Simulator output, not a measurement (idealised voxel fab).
process module | voxel tone inversion
cross-section cut | 230 nm wide | cells 5 nm
A cross-section is a grid of square cells, given in bands from the top down. A band is one or more rows of cells.
Each band's line starts with the height of the band's top and of its bottom, in nm. Then come its materials from left to right, each with its width in nm. One material with "throughout" fills the band from edge to edge. "air" is empty space.
Height 0 is the level under which the wafer as received is all one material. The lowest band goes on downwards, as in "0 down".
A width such as "30 to 40" changes by the same amount from each row of cells to the next, from the band's top row to its bottom row.
"no change" after a step means that no cell of the cross-section changed.
closed voids: empty space of 8 cells or more with no open way to the top, each as width x height at its distance from the left edge, in nm
after a step's settings: what the simulator itself notes on the step
overlay nm, on a step with a mask: how far to the right of its planned place the mask lay; to the left if negative
plan
1 op RECEIVE | material Si
2 op CONFORMAL_DEP | material SiN | thk nm 10
3 op DIRECTIONAL_DEP | material aC | thk nm 25
4 op PATTERN | tone cover | mask id POSTS | material resist | width nm 20 | pitch nm 35 | thk nm 35 | overlay nm 0
5 op DIRECTIONAL_ETCH | etch materials aC | depth nm 25
6 op STRIP | etch materials resist
7 op FILL_DEP | material lowk | thk nm 10
8 op CMP | height nm 35
9 op STRIP | etch materials aC
first wafer, as planned
as received, after step 1
  0 down: Si throughout
  closed voids: none
after step 2
  10 to 0: SiN throughout
  below 0: unchanged
after step 3
  35 to 10: aC throughout
  below 10: unchanged
after step 4
  70 to 35: air 70 | resist 20 | air 15 | resist 20 | air 15 | resist 20 | air 70
  below 35: unchanged
after step 5
  45 to 35: air 70 | resist 20 | air 15 | resist 20 | air 15 | resist 20 | air 70
  35 to 10: air 70 | aC 20 | air 15 | aC 20 | air 15 | aC 20 | air 70
  below 10: unchanged
after step 6
  35 to 10: air 70 | aC 20 | air 15 | aC 20 | air 15 | aC 20 | air 70
  below 10: unchanged
after step 7
  45 to 35: lowk throughout
  35 to 10: lowk 70 | aC 20 | lowk 15 | aC 20 | lowk 15 | aC 20 | lowk 70
  below 10: unchanged
after step 8
  35 to 10: lowk 70 | aC 20 | lowk 15 | aC 20 | lowk 15 | aC 20 | lowk 70
  below 10: unchanged
after step 9
  35 to 10: lowk 70 | air 20 | lowk 15 | air 20 | lowk 15 | air 20 | lowk 70
  below 10: unchanged
second wafer: like start, like plan, one mistake. Through step 6 it matches the first wafer
when step 7 should have ended
  55 to 35: lowk throughout
  35 to 10: lowk 70 | aC 20 | lowk 15 | aC 20 | lowk 15 | aC 20 | lowk 70
  below 10: unchanged
when step 8 should have ended
  35 to 10: lowk 70 | aC 20 | lowk 15 | aC 20 | lowk 15 | aC 20 | lowk 70
  below 10: unchanged
when step 9 should have ended
  35 to 10: lowk 70 | air 20 | lowk 15 | air 20 | lowk 15 | air 20 | lowk 70
  below 10: unchanged
what went wrong: step 7 was run twice
at the end the two cross-sections are the same: no effect in what this model computes
